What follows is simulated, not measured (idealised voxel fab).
The following is a process module called voxel gate over fins.
Xsec cut, 175 nm wide, square cell size 5 nm.
Heads up, the way a cross-section reads in here is a grid of square cells, handed over as bands from the top down, with every band being one or more rows of cells. Basically the band line says how high the top is and how high the bottom is, in nm, and then what's in it from left to right, every material with its width in nm. Empty space shows up as "air", and if a single material carries "throughout" it runs the full band edge to edge. The level at which height equals 0 is the one under which the wafer, as it arrives, is entirely one material. No lower edge exists for the bottom band, which continues downward and is notated as in "0..down". The notation "30 to 40" denotes a width that varies across the rows of cells in the band, beginning at the first number in the top row, finishing at the second number in the bottom row, and changing by an identical amount from each row to the next. For the purposes of this document, the phrase "no alteration" attached to a step denotes that no cell within the cross-section was modified by that step. Voids not open to the top, 8 cells minimum: see "Sealed void listing". Written width x height at distance; distance is from the left edge; nm. On a step's line, text after the settings is the simulator commenting on that step. The line of a step may include "overlay nm". On a step with a mask, this value is how far to the right of its planned place the mask lay. A negative value means the mask lay to the left.
Below is the list of planned process steps:
- 1: RECEIVE,material Si
- 2: CONFORMAL_DEP,material SiN,thk nm 5
- 3: DIRECTIONAL_DEP,material aC,thk nm 15
- 4: PATTERN,tone cover,mask id FINS,material resist,width nm 15,pitch nm 35,thk nm 35,overlay nm 0
- 5: DIRECTIONAL_ETCH,etch materials aC,depth nm 15
- 6: STRIP,etch materials resist
- 7: DIRECTIONAL_ETCH,etch materials SiN,depth nm 5
- 8: DIRECTIONAL_ETCH,etch materials Si,depth nm 30
- 9: STRIP,etch materials aC
- 10: FILL_DEP,material SiO2,thk nm 5
- 11: CMP,height nm 5
- 12: SELECTIVE_ETCH,etch materials SiO2,depth nm 20
- 13: STRIP,etch materials SiN
- 14: CONFORMAL_DEP,material HfO2,thk nm 5
- 15: CONFORMAL_DEP,material TiN,thk nm 5
- 16: FILL_DEP,material W,thk nm 10
- 17: CMP,height nm 15
- 18: CONFORMAL_DEP,material SiCN,thk nm 10
Incoming wafer, cross-sectional view, post step 1:
> 0..down  Si throughout
> Sealed void listing: none
Same starting wafer, same plan as above, one mistake in the execution; this is the cross-section at the end of the module:
> 25..15  SiCN throughout
> 15..10  TiN throughout
> 10..5  HfO2 throughout
> 5..0  SiCN throughout
> 0..down  Si throughout
> Sealed void listing: none
Plan not followed: note that step 2 departed from the planned setting and was carried out as CONFORMAL_DEP,material SiCN,thk nm 5
